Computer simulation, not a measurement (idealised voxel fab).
Process module name: voxel fin reveal
Xsec cut, 215 nm wide, square cell size 5 nm.
Think of the cross-section as a grid of square cells. We describe it in bands, top to bottom, and each band covers one or more rows of those cells. What a band's entry tells you: where the top is and where the bottom is, as heights in nm, and after that what lies inside, material by material from left to right, each with its width in nm. Empty space is written as the word "empty", and a single material marked with the word "all across" occupies the band from edge to edge. The reference from which all heights are counted is 0, the level beneath which the as-received wafer is entirely one material; the lowest band, having no lower bound, proceeds downward and is written after the example "0 nm and below". Quick explanation for "30..40": the width changes in equal steps down the rows of cells, from the first number in the band's top row to the second number in its bottom row. Key: "no change" - step with no changed cell in the cross-section. The entry "Entrapped void list" lists the empty spaces that cover at least 8 cells and have no open path to the top. Each is written as width x height at distance, where the distance is measured from the left edge and all three values are in nm. Formally, on a step line, whatever follows the settings is a remark that the simulator itself makes on the step. The line of a step may include "overlay nm". On a step with a mask, this value is how far to the right of its planned place the mask lay. A negative value means the mask lay to the left. Each of the pairs that make up the rest of this document says: here is the cross-section before one process step, here is the cross-section after it, drawn only down to the lowest band that changed, and here, under the pair, is the step lying between them with its settings. Different pairs may come from different runs of this module on the same starting wafer, so a pair continues from the pair above it only where its entry headed "Prior to step" says so.

Prior to step:
0 nm and below: Si all across
Entrapped void list: none

Post-Step Section View:
5 nm to 0 nm: SiN all across
Unchanged below 0.
Entrapped void list: none
The cross-sections above show the structure before and after this step: CONFORMAL_DEP (material SiN; thk nm 5)

Prior to step: see the after view in the pair directly above.

Post-Step Section View:
5 nm to 0 nm: empty 60, SiN 15, empty 25, SiN 15, empty 25, SiN 15, empty 60
Unchanged below 0.
Entrapped void list: none
The cross-sections above show the structure before and after this step: MASKED_ETCH (tone cover; mask id FINS; width nm 15; pitch nm 40; etch materials SiN; depth nm 5; overlay nm 0)

Prior to step: see the after view in the pair directly above.

Post-Step Section View:
5 nm to 0 nm: empty 60, SiN 15, empty 25, SiN 15, empty 25, SiN 15, empty 60
0 nm to -30 nm: empty 60, Si 15, empty 25, Si 15, empty 25, Si 15, empty 60
Unchanged below -30.
Entrapped void list: none
The cross-sections above show the structure before and after this step: MASKED_ETCH (tone cover; mask id FINS; width nm 15; pitch nm 40; etch materials Si; depth nm 30; overlay nm 0)

Prior to step: see the after view in the pair directly above.

Post-Step Section View:
5 nm to 0 nm: empty 60, SiN 15, empty 25, SiN 15, empty 25, SiN 15, empty 60
0 nm to -30 nm: empty 60, SiO2 5, Si 5, SiO2 5, empty 25, SiO2 5, Si 5, SiO2 5, empty 25, SiO2 5, Si 5, SiO2 5, empty 60
-30 nm to -35 nm: SiO2 65, Si 5, SiO2 35, Si 5, SiO2 35, Si 5, SiO2 65
Unchanged below -35.
Entrapped void list: none
The cross-sections above show the structure before and after this step: OXIDIZE (depth nm 5)

Prior to step: see the after view in the pair directly above.

Post-Step Section View:
15 nm to 5 nm: SiO2 all across
5 nm to 0 nm: SiO2 60, SiN 15, SiO2 25, SiN 15, SiO2 25, SiN 15, SiO2 60
0 nm to -35 nm: SiO2 65, Si 5, SiO2 35, Si 5, SiO2 35, Si 5, SiO2 65
Unchanged below -35.
Entrapped void list: none
The cross-sections above show the structure before and after this step: FILL_DEP (material SiO2; thk nm 10)

Prior to step: see the after view in the pair directly above.

Post-Step Section View:
5 nm to 0 nm: SiO2 60, SiN 15, SiO2 25, SiN 15, SiO2 25, SiN 15, SiO2 60
Unchanged below 0.
Entrapped void list: none
The cross-sections above show the structure before and after this step: CMP (height nm 5)

Prior to step: see the after view in the pair directly above.

Post-Step Section View:
5 nm to 0 nm: empty 60, SiN 15, empty 25, SiN 15, empty 25, SiN 15, empty 60
0 nm to -20 nm: empty 65, Si 5, empty 35, Si 5, empty 35, Si 5, empty 65
Unchanged below -20.
Entrapped void list: none
The cross-sections above show the structure before and after this step: SELECTIVE_ETCH (etch materials SiO2; depth nm 25)

Prior to step: see the after view in the pair directly above.

Post-Step Section View:
0 nm to -20 nm: empty 65, Si 5, empty 35, Si 5, empty 35, Si 5, empty 65
Unchanged below -20.
Entrapped void list: none
The cross-sections above show the structure before and after this step: STRIP (etch materials SiN)

Prior to step:
0 nm and below: Si all across
Entrapped void list: none

Post-Step Section View:
0 nm to -30 nm: empty 60, Si 15, empty 25, Si 15, empty 25, Si 15, empty 60
Unchanged below -30.
Entrapped void list: none
The cross-sections above show the structure before and after this step: MASKED_ETCH (tone cover; mask id FINS; width nm 15; pitch nm 40; etch materials Si; depth nm 30; overlay nm 0)

Prior to step: see the after view in the pair directly above.

Post-Step Section View:
0 nm to -5 nm: empty 60, SiO2 15, empty 25, SiO2 15, empty 25, SiO2 15, empty 60
-5 nm to -30 nm: empty 60, SiO2 5, Si 5, SiO2 5, empty 25, SiO2 5, Si 5, SiO2 5, empty 25, SiO2 5, Si 5, SiO2 5, empty 60
-30 nm to -35 nm: SiO2 65, Si 5, SiO2 35, Si 5, SiO2 35, Si 5, SiO2 65
Unchanged below -35.
Entrapped void list: none
The cross-sections above show the structure before and after this step: OXIDIZE (depth nm 5)

Prior to step: see the after view in the pair directly above.

Post-Step Section View:
10 nm to -5 nm: SiO2 all across
-5 nm to -35 nm: SiO2 65, Si 5, SiO2 35, Si 5, SiO2 35, Si 5, SiO2 65
Unchanged below -35.
Entrapped void list: none
The cross-sections above show the structure before and after this step: FILL_DEP (material SiO2; thk nm 10)

Prior to step: see the after view in the pair directly above.

Post-Step Section View:
5 nm to -5 nm: SiO2 all across
Unchanged below -5.
Entrapped void list: none
The cross-sections above show the structure before and after this step: CMP (height nm 5)

Prior to step: see the after view in the pair directly above.

Post-Step Section View:
-5 nm to -20 nm: empty 65, Si 5, empty 35, Si 5, empty 35, Si 5, empty 65
Unchanged below -20.
Entrapped void list: none
The cross-sections above show the structure before and after this step: SELECTIVE_ETCH (etch materials SiO2; depth nm 25)

Prior to step:
5 nm to 0 nm: empty 60, SiN 15, empty 25, SiN 15, empty 25, SiN 15, empty 60
0 nm to -30 nm: empty 60, Si 15, empty 25, Si 15, empty 25, Si 15, empty 60
-30 nm and below: Si all across
Entrapped void list: none

Post-Step Section View:
5 nm to 0 nm: empty 60, SiN 15, empty 25, SiN 15, empty 25, SiN 15, empty 60
0 nm to -60 nm: empty 60, Si 15, empty 25, Si 15, empty 25, Si 15, empty 60
Unchanged below -60.
Entrapped void list: none
The cross-sections above show the structure before and after this step: MASKED_ETCH (tone cover; mask id FINS; width nm 15; pitch nm 40; etch materials Si; depth nm 30; overlay nm 0)

Prior to step: see the after view in the pair directly above.

Post-Step Section View:
5 nm to 0 nm: empty 60, SiN 15, empty 25, SiN 15, empty 25, SiN 15, empty 60
0 nm to -60 nm: empty 60, SiO2 5, Si 5, SiO2 5, empty 25, SiO2 5, Si 5, SiO2 5, empty 25, SiO2 5, Si 5, SiO2 5, empty 60
-60 nm to -65 nm: SiO2 65, Si 5, SiO2 35, Si 5, SiO2 35, Si 5, SiO2 65
Unchanged below -65.
Entrapped void list: none
The cross-sections above show the structure before and after this step: OXIDIZE (depth nm 5)

Prior to step: see the after view in the pair directly above.

Post-Step Section View:
15 nm to 5 nm: SiO2 all across
5 nm to 0 nm: SiO2 60, SiN 15, SiO2 25, SiN 15, SiO2 25, SiN 15, SiO2 60
0 nm to -65 nm: SiO2 65, Si 5, SiO2 35, Si 5, SiO2 35, Si 5, SiO2 65
Unchanged below -65.
Entrapped void list: none
The cross-sections above show the structure before and after this step: FILL_DEP (material SiO2; thk nm 10)

Prior to step: see the after view in the pair directly above.

Post-Step Section View:
5 nm to 0 nm: SiO2 60, SiN 15, SiO2 25, SiN 15, SiO2 25, SiN 15, SiO2 60
Unchanged below 0.
Entrapped void list: none
The cross-sections above show the structure before and after this step: CMP (height nm 5)

Prior to step: see the after view in the pair directly above.

Post-Step Section View:
5 nm to 0 nm: empty 60, SiN 15, empty 25, SiN 15, empty 25, SiN 15, empty 60
0 nm to -20 nm: empty 65, Si 5, empty 35, Si 5, empty 35, Si 5, empty 65
Unchanged below -20.
Entrapped void list: none
The cross-sections above show the structure before and after this step: SELECTIVE_ETCH (etch materials SiO2; depth nm 25)

Prior to step: see the after view in the pair directly above.

Post-Step Section View:
0 nm to -20 nm: empty 65, Si 5, empty 35, Si 5, empty 35, Si 5, empty 65
Unchanged below -20.
Entrapped void list: none
The cross-sections above show the structure before and after this step: STRIP (etch materials SiN)

Prior to step:
5 nm to 0 nm: SiO2 60, SiN 15, SiO2 25, SiN 15, SiO2 25, SiN 15, SiO2 60
0 nm to -35 nm: SiO2 65, Si 5, SiO2 35, Si 5, SiO2 35, Si 5, SiO2 65
-35 nm and below: Si all across
Entrapped void list: none

Post-Step Section View:
5 nm to 0 nm: SiO2 60, empty 15, SiO2 25, empty 15, SiO2 25, empty 15, SiO2 60
Unchanged below 0.
Entrapped void list: none
The cross-sections above show the structure before and after this step: STRIP (etch materials SiN)

Prior to step: see the after view in the pair directly above.

Post-Step Section View:
0 nm to -20 nm: empty 65, Si 5, empty 35, Si 5, empty 35, Si 5, empty 65
-20 nm to -25 nm: SiO2 35, empty 30, Si 5, empty 35, Si 5, empty 35, Si 5, empty 30, SiO2 35
Unchanged below -25.
Entrapped void list: none
The cross-sections above show the structure before and after this step: SELECTIVE_ETCH (etch materials SiO2; depth nm 25)

Prior to step:
5 nm to 0 nm: empty 60, SiN 15, empty 25, SiN 15, empty 25, SiN 15, empty 60
0 nm and below: Si all across
Entrapped void list: none

Post-Step Section View:
5 nm to 0 nm: empty 60, SiN 15, empty 25, SiN 15, empty 25, SiN 15, empty 60
0 nm to -20 nm: empty 60, Si 15, empty 25, Si 15, empty 25, Si 15, empty 60
Unchanged below -20.
Entrapped void list: none
The cross-sections above show the structure before and after this step: MASKED_ETCH (tone cover; mask id FINS; width nm 15; pitch nm 40; etch materials Si; depth nm 20; overlay nm 0)

Prior to step: see the after view in the pair directly above.

Post-Step Section View:
5 nm to 0 nm: empty 60, SiN 15, empty 25, SiN 15, empty 25, SiN 15, empty 60
0 nm to -20 nm: empty 60, SiO2 5, Si 5, SiO2 5, empty 25, SiO2 5, Si 5, SiO2 5, empty 25, SiO2 5, Si 5, SiO2 5, empty 60
-20 nm to -25 nm: SiO2 65, Si 5, SiO2 35, Si 5, SiO2 35, Si 5, SiO2 65
Unchanged below -25.
Entrapped void list: none
The cross-sections above show the structure before and after this step: OXIDIZE (depth nm 5)

Prior to step: see the after view in the pair directly above.

Post-Step Section View:
15 nm to 5 nm: SiO2 all across
5 nm to 0 nm: SiO2 60, SiN 15, SiO2 25, SiN 15, SiO2 25, SiN 15, SiO2 60
0 nm to -25 nm: SiO2 65, Si 5, SiO2 35, Si 5, SiO2 35, Si 5, SiO2 65
Unchanged below -25.
Entrapped void list: none
The cross-sections above show the structure before and after this step: FILL_DEP (material SiO2; thk nm 10)

Prior to step: see the after view in the pair directly above.

Post-Step Section View:
5 nm to 0 nm: SiO2 60, SiN 15, SiO2 25, SiN 15, SiO2 25, SiN 15, SiO2 60
Unchanged below 0.
Entrapped void list: none
The cross-sections above show the structure before and after this step: CMP (height nm 5)

Prior to step: see the after view in the pair directly above.

Post-Step Section View:
5 nm to 0 nm: empty 60, SiN 15, empty 25, SiN 15, empty 25, SiN 15, empty 60
0 nm to -20 nm: empty 65, Si 5, empty 35, Si 5, empty 35, Si 5, empty 65
Unchanged below -20.
Entrapped void list: none
The cross-sections above show the structure before and after this step: SELECTIVE_ETCH (etch materials SiO2; depth nm 25)

Prior to step: see the after view in the pair directly above.

Post-Step Section View:
0 nm to -20 nm: empty 65, Si 5, empty 35, Si 5, empty 35, Si 5, empty 65
Unchanged below -20.
Entrapped void list: none
The cross-sections above show the structure before and after this step: STRIP (etch materials SiN)

Prior to step:
5 nm to 0 nm: SiN all across
0 nm and below: Si all across
Entrapped void list: none

Post-Step Section View:
5 nm to 0 nm: empty 60, SiN 20, empty 20, SiN 20, empty 20, SiN 20, empty 55
Unchanged below 0.
Entrapped void list: none
The cross-sections above show the structure before and after this step: MASKED_ETCH (tone cover; mask id FINS; width nm 20; pitch nm 40; etch materials SiN; depth nm 5; overlay nm 0)

Prior to step: see the after view in the pair directly above.

Post-Step Section View:
5 nm to 0 nm: empty 60, SiN 20, empty 20, SiN 20, empty 20, SiN 20, empty 55
0 nm to -30 nm: empty 60, Si 20, empty 20, Si 20, empty 20, Si 20, empty 55
Unchanged below -30.
Entrapped void list: none
The cross-sections above show the structure before and after this step: MASKED_ETCH (tone cover; mask id FINS; width nm 15; pitch nm 40; etch materials Si; depth nm 30; overlay nm 0)

Prior to step: see the after view in the pair directly above.

Post-Step Section View:
5 nm to 0 nm: empty 60, SiN 20, empty 20, SiN 20, empty 20, SiN 20, empty 55
0 nm to -30 nm: empty 60, SiO2 5, Si 10, SiO2 5, empty 20, SiO2 5, Si 10, SiO2 5, empty 20, SiO2 5, Si 10, SiO2 5, empty 55
-30 nm to -35 nm: SiO2 65, Si 10, SiO2 30, Si 10, SiO2 30, Si 10, SiO2 60
Unchanged below -35.
Entrapped void list: none
The cross-sections above show the structure before and after this step: OXIDIZE (depth nm 5)

Prior to step: see the after view in the pair directly above.

Post-Step Section View:
15 nm to 5 nm: SiO2 all across
5 nm to 0 nm: SiO2 60, SiN 20, SiO2 20, SiN 20, SiO2 20, SiN 20, SiO2 55
0 nm to -35 nm: SiO2 65, Si 10, SiO2 30, Si 10, SiO2 30, Si 10, SiO2 60
Unchanged below -35.
Entrapped void list: none
The cross-sections above show the structure before and after this step: FILL_DEP (material SiO2; thk nm 10)

Prior to step: see the after view in the pair directly above.

Post-Step Section View:
5 nm to 0 nm: SiO2 60, SiN 20, SiO2 20, SiN 20, SiO2 20, SiN 20, SiO2 55
Unchanged below 0.
Entrapped void list: none
The cross-sections above show the structure before and after this step: CMP (height nm 5)

Prior to step: see the after view in the pair directly above.

Post-Step Section View:
5 nm to 0 nm: empty 60, SiN 20, empty 20, SiN 20, empty 20, SiN 20, empty 55
0 nm to -20 nm: empty 65, Si 10, empty 30, Si 10, empty 30, Si 10, empty 60
Unchanged below -20.
Entrapped void list: none
The cross-sections above show the structure before and after this step: SELECTIVE_ETCH (etch materials SiO2; depth nm 25)

Prior to step: see the after view in the pair directly above.

Post-Step Section View:
0 nm to -20 nm: empty 65, Si 10, empty 30, Si 10, empty 30, Si 10, empty 60
Unchanged below -20.
Entrapped void list: none
The cross-sections above show the structure before and after this step: STRIP (etch materials SiN)

Prior to step:
5 nm to 0 nm: empty 60, SiN 15, empty 25, SiN 15, empty 25, SiN 15, empty 60
0 nm and below: Si all across
Entrapped void list: none

Post-Step Section View:
5 nm to 0 nm: empty 60, SiN 15, empty 25, SiN 15, empty 25, SiN 15, empty 60
0 nm to -30 nm: empty 50, Si 25, empty 15, Si 25, empty 15, Si 25, empty 60
Unchanged below -30.
Entrapped void list: none
The cross-sections above show the structure before and after this step: MASKED_ETCH (tone cover; mask id FINS; width nm 15; pitch nm 40; etch materials Si; depth nm 30; overlay nm -10)

Prior to step: see the after view in the pair directly above.

Post-Step Section View:
5 nm to 0 nm: empty 60, SiN 15, empty 25, SiN 15, empty 25, SiN 15, empty 60
0 nm to -5 nm: empty 50, SiO2 15, Si 5, SiO2 5, empty 15, SiO2 15, Si 5, SiO2 5, empty 15, SiO2 15, Si 5, SiO2 5, empty 60
-5 nm to -30 nm: empty 50, SiO2 5, Si 15, SiO2 5, empty 15, SiO2 5, Si 15, SiO2 5, empty 15, SiO2 5, Si 15, SiO2 5, empty 60
-30 nm to -35 nm: SiO2 55, Si 15, SiO2 25, Si 15, SiO2 25, Si 15, SiO2 65
Unchanged below -35.
Entrapped void list: none
The cross-sections above show the structure before and after this step: OXIDIZE (depth nm 5)

Prior to step: see the after view in the pair directly above.

Post-Step Section View:
15 nm to 5 nm: SiO2 all across
5 nm to 0 nm: SiO2 60, SiN 15, SiO2 25, SiN 15, SiO2 25, SiN 15, SiO2 60
0 nm to -5 nm: SiO2 65, Si 5, SiO2 35, Si 5, SiO2 35, Si 5, SiO2 65
-5 nm to -35 nm: SiO2 55, Si 15, SiO2 25, Si 15, SiO2 25, Si 15, SiO2 65
Unchanged below -35.
Entrapped void list: none
The cross-sections above show the structure before and after this step: FILL_DEP (material SiO2; thk nm 10)

Prior to step: see the after view in the pair directly above.

Post-Step Section View:
5 nm to 0 nm: SiO2 60, SiN 15, SiO2 25, SiN 15, SiO2 25, SiN 15, SiO2 60
Unchanged below 0.
Entrapped void list: none
The cross-sections above show the structure before and after this step: CMP (height nm 5)

Prior to step: see the after view in the pair directly above.

Post-Step Section View:
5 nm to 0 nm: empty 60, SiN 15, empty 25, SiN 15, empty 25, SiN 15, empty 60
0 nm to -5 nm: empty 65, Si 5, empty 35, Si 5, empty 35, Si 5, empty 65
-5 nm to -20 nm: empty 55, Si 15, empty 25, Si 15, empty 25, Si 15, empty 65
Unchanged below -20.
Entrapped void list: none
The cross-sections above show the structure before and after this step: SELECTIVE_ETCH (etch materials SiO2; depth nm 25)

Prior to step: see the after view in the pair directly above.

Post-Step Section View:
0 nm to -5 nm: empty 65, Si 5, empty 35, Si 5, empty 35, Si 5, empty 65
Unchanged below -5.
Entrapped void list: none
The cross-sections above show the structure before and after this step: STRIP (etch materials SiN)

Prior to step:
5 nm to 0 nm: empty 60, SiN 15, empty 25, SiN 15, empty 25, SiN 15, empty 60
0 nm to -30 nm: empty 60, SiO2 5, Si 5, SiO2 5, empty 25, SiO2 5, Si 5, SiO2 5, empty 25, SiO2 5, Si 5, SiO2 5, empty 60
-30 nm to -35 nm: SiO2 65, Si 5, SiO2 35, Si 5, SiO2 35, Si 5, SiO2 65
-35 nm and below: Si all across
Entrapped void list: none

Post-Step Section View:
15 nm to 0 nm: SiN all across
0 nm to -30 nm: SiN 60, SiO2 5, Si 5, SiO2 5, SiN 25, SiO2 5, Si 5, SiO2 5, SiN 25, SiO2 5, Si 5, SiO2 5, SiN 60
Unchanged below -30.
Entrapped void list: none
The cross-sections above show the structure before and after this step: FILL_DEP (material SiN; thk nm 10)

Prior to step: see the after view in the pair directly above.

Post-Step Section View:
5 nm to 0 nm: SiN all across
Unchanged below 0.
Entrapped void list: none
The cross-sections above show the structure before and after this step: CMP (height nm 5)

Prior to step: see the after view in the pair directly above.

Post-Step Section View:
0 nm to -30 nm: empty 60, SiO2 5, Si 5, SiO2 5, empty 25, SiO2 5, Si 5, SiO2 5, empty 25, SiO2 5, Si 5, SiO2 5, empty 60
Unchanged below -30.
Entrapped void list: none
The cross-sections above show the structure before and after this step: STRIP (etch materials SiN)

Prior to step:
5 nm to 0 nm: SiN all across
0 nm and below: Si all across
Entrapped void list: none

Post-Step Section View:
5 nm to 0 nm: SiN 60, empty 15, SiN 25, empty 15, SiN 25, empty 15, SiN 60
Unchanged below 0.
Entrapped void list: none
The cross-sections above show the structure before and after this step: MASKED_ETCH (tone open; mask id FINS; width nm 15; pitch nm 40; etch materials SiN; depth nm 5; overlay nm 0)

Prior to step: see the after view in the pair directly above.

Post-Step Section View:
5 nm to 0 nm: SiN 60, empty 15, SiN 25, empty 15, SiN 25, empty 15, SiN 60
0 nm to -5 nm: Si 55, SiO2 25, Si 15, SiO2 25, Si 15, SiO2 25, Si 55
Unchanged below -5.
Entrapped void list: none
The cross-sections above show the structure before and after this step: OXIDIZE (depth nm 5)

Prior to step: see the after view in the pair directly above.

Post-Step Section View:
15 nm to 5 nm: SiO2 all across
5 nm to 0 nm: SiN 60, SiO2 15, SiN 25, SiO2 15, SiN 25, SiO2 15, SiN 60
Unchanged below 0.
Entrapped void list: none
The cross-sections above show the structure before and after this step: FILL_DEP (material SiO2; thk nm 10)

Prior to step: see the after view in the pair directly above.

Post-Step Section View:
5 nm to 0 nm: SiN 60, SiO2 15, SiN 25, SiO2 15, SiN 25, SiO2 15, SiN 60
Unchanged below 0.
Entrapped void list: none
The cross-sections above show the structure before and after this step: CMP (height nm 5)

Prior to step: see the after view in the pair directly above.

Post-Step Section View:
5 nm to 0 nm: SiN 60, empty 15, SiN 25, empty 15, SiN 25, empty 15, SiN 60
0 nm to -5 nm: Si 55, empty 25, Si 15, empty 25, Si 15, empty 25, Si 55
Unchanged below -5.
Entrapped void list: none
The cross-sections above show the structure before and after this step: SELECTIVE_ETCH (etch materials SiO2; depth nm 25)

Prior to step: see the after view in the pair directly above.

Post-Step Section View:
0 nm to -5 nm: Si 55, empty 25, Si 15, empty 25, Si 15, empty 25, Si 55
Unchanged below -5.
Entrapped void list: none
The cross-sections above show the structure before and after this step: STRIP (etch materials SiN)
